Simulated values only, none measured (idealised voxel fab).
process module | voxel transistor to metal
cross-section cut | 215 nm wide | cells 5 nm
A cross-section is a grid of square cells, given in bands from the top down. A band is one or more rows of cells.
Each band's line starts with the height of the band's top and of its bottom, in nm. Then come its materials from left to right, each with its width in nm. One material with "throughout" fills the band from edge to edge. "air" is empty space.
Height 0 is the level under which the wafer as received is all one material. The lowest band goes on downwards, as in "0 down".
A width such as "30 to 40" changes by the same amount from each row of cells to the next, from the band's top row to its bottom row.
"no change" after a step means that no cell of the cross-section changed.
closed voids: empty space of 8 cells or more with no open way to the top, each as width x height at its distance from the left edge, in nm
after a step's settings: what the simulator itself notes on the step
overlay nm, on a step with a mask: how far to the right of its planned place the mask lay; to the left if negative
plan
1 op RECEIVE | material Si
2 op CONFORMAL_DEP | material SiO2 | thk nm 5
3 op CONFORMAL_DEP | material SiN | thk nm 15
4 op PATTERN | tone cover | mask id ACTIVE | material resist | width nm 110 | thk nm 15 | overlay nm 0
5 op DIRECTIONAL_ETCH | etch materials SiN | depth nm 15
6 op DIRECTIONAL_ETCH | etch materials SiO2 | depth nm 5
7 op DIRECTIONAL_ETCH | etch materials Si | depth nm 20
8 op STRIP | etch materials resist
9 op OXIDIZE | depth nm 5
10 op FILL_DEP | material SiO2 | thk nm 15
11 op CMP | height nm 20
12 op SELECTIVE_ETCH | etch materials SiO2 | depth nm 10
13 op STRIP | etch materials SiN
14 op SELECTIVE_ETCH | etch materials SiO2 | depth nm 5
15 op OXIDIZE | depth nm 5
16 op DIRECTIONAL_DEP | material polySi | thk nm 25
17 op DIRECTIONAL_DEP | material SiCN | thk nm 10
18 op MASKED_ETCH | tone cover | mask id GATE | width nm 20 | etch materials SiCN | depth nm 20 | overlay nm 0
19 op MASKED_ETCH | tone cover | mask id GATE | width nm 20 | etch materials polySi | depth nm 35 | overlay nm 0
20 op CONFORMAL_DEP | material SiO2 | thk nm 5
21 op DIRECTIONAL_ETCH | etch materials SiO2 | depth nm 5
22 op CONFORMAL_DEP | material SiN | thk nm 5
23 op DIRECTIONAL_ETCH | etch materials SiN | depth nm 5
24 op DIRECTIONAL_ETCH | etch materials SiO2 | depth nm 5
25 op DIRECTIONAL_ETCH | etch materials Si | depth nm 10
26 op EPI | material SiGe | thk nm 15
27 op FILL_DEP | material SiO2 | thk nm 5
28 op CMP | height nm 35
29 op DIRECTIONAL_DEP | material SiO2 | thk nm 15
30 op DIRECTIONAL_DEP | material aC | thk nm 10
31 op PATTERN | tone open | mask id CONTACT | material resist | width nm 20 | pitch nm 70 | thk nm 30 | overlay nm 0
32 op DIRECTIONAL_ETCH | etch materials aC | depth nm 10
33 op STRIP | etch materials resist
34 op DIRECTIONAL_ETCH | etch materials SiO2 | depth nm 50
35 op STRIP | etch materials aC
36 op CONFORMAL_DEP | material TiN | thk nm 5
37 op FILL_DEP | material W | thk nm 10
38 op CMP | height nm 50
39 op DIRECTIONAL_DEP | material TiN | thk nm 5
40 op DIRECTIONAL_DEP | material Ru | thk nm 25
41 op DIRECTIONAL_DEP | material aC | thk nm 15
42 op PATTERN | tone cover | mask id METAL_1 | material resist | width nm 20 | pitch nm 70 | thk nm 35 | overlay nm 0
43 op DIRECTIONAL_ETCH | etch materials aC | depth nm 15
44 op STRIP | etch materials resist
45 op DIRECTIONAL_ETCH | etch materials Ru | depth nm 25
46 op DIRECTIONAL_ETCH | etch materials TiN | depth nm 5
47 op STRIP | etch materials aC
48 op FILL_DEP | material lowk | thk nm 10
49 op CMP | height nm 80
50 op CONFORMAL_DEP | material SiCN | thk nm 5
as received, after step 1
  0 down: Si throughout
  closed voids: none
first wafer at the end, as planned
  85 to 80: SiCN throughout
  80 to 55: lowk 60 | Ru 20 | lowk 50 | Ru 20 | lowk 65
  55 to 50: lowk 60 | TiN 20 | lowk 50 | TiN 20 | lowk 65
  50 to 35: SiO2 60 | TiN 5 | W 10 | TiN 5 | SiO2 50 | TiN 5 | W 10 | TiN 5 | SiO2 65
  35 to 25: SiO2 60 | TiN 5 | W 10 | TiN 5 | SiO2 5 | SiN 5 | SiO2 5 | SiCN 20 | SiO2 5 | SiN 5 | SiO2 5 | TiN 5 | W 10 | TiN 5 | SiO2 65
  25 to 15: SiO2 60 | TiN 5 | W 10 | TiN 5 | SiO2 5 | SiN 5 | SiO2 5 | polySi 20 | SiO2 5 | SiN 5 | SiO2 5 | TiN 5 | W 10 | TiN 5 | SiO2 65
  15 to 10: SiO2 60 | TiN 20 | SiO2 5 | SiN 5 | SiO2 5 | polySi 20 | SiO2 5 | SiN 5 | SiO2 5 | TiN 20 | SiO2 65
  10 to 5: SiO2 60 | TiN 10 | SiGe 15 | SiN 5 | SiO2 5 | polySi 20 | SiO2 5 | SiN 5 | SiGe 15 | TiN 10 | SiO2 65
  5 to 0: SiO2 50 | SiN 5 | SiO2 5 | TiN 10 | SiGe 15 | SiN 5 | SiO2 5 | polySi 20 | SiO2 5 | SiN 5 | SiGe 15 | TiN 10 | SiO2 5 | SiN 5 | SiO2 55
  0 to -5: SiO2 55 | SiGe 30 | SiO2 40 | SiGe 30 | SiO2 60
  -5 to -15: SiO2 55 | SiGe 30 | Si 40 | SiGe 30 | SiO2 60
  -15 to -25: SiO2 55 | Si 100 | SiO2 60
  -25 down: Si throughout
  closed voids: none
second wafer at the end: like start, like plan, one mistake
  85 to 80: SiCN throughout
  80 to 55: lowk 60 | Ru 20 | lowk 50 | Ru 20 | lowk 65
  55 to 50: lowk 60 | TiN 20 | lowk 50 | TiN 20 | lowk 65
  50 to 40: SiO2 60 | TiN 5 | W 10 | TiN 5 | SiO2 50 | TiN 5 | W 10 | TiN 5 | SiO2 65
  40 to 35: SiO2 60 | TiN 20 | SiO2 50 | TiN 20 | SiO2 65
  35 to 30: SiCN 95 | SiO2 5 | SiN 10 | SiO2 5 | SiCN 100
  30 to 25: polySi 45 | SiCN 50 | SiO2 5 | SiN 10 | SiO2 5 | SiCN 50 | polySi 50
  25 to 5: polySi throughout
  5 to 0: SiO2 45 | polySi 120 | SiO2 50
  0 to -5: SiO2 throughout
  -5 to -25: SiO2 55 | Si 100 | SiO2 60
  -25 down: Si throughout
  closed voids: none
what went wrong: step 18 ran as: op MASKED_ETCH | tone open | mask id GATE | width nm 20 | etch materials SiCN | depth nm 20 | overlay nm 0
at the end the second wafer has, in cells: 24 more of Si | 51 more of SiCN | 48 fewer of SiGe | 12 fewer of SiN | 162 fewer of SiO2 | 28 fewer of TiN | 20 fewer of W | 195 more of polySi
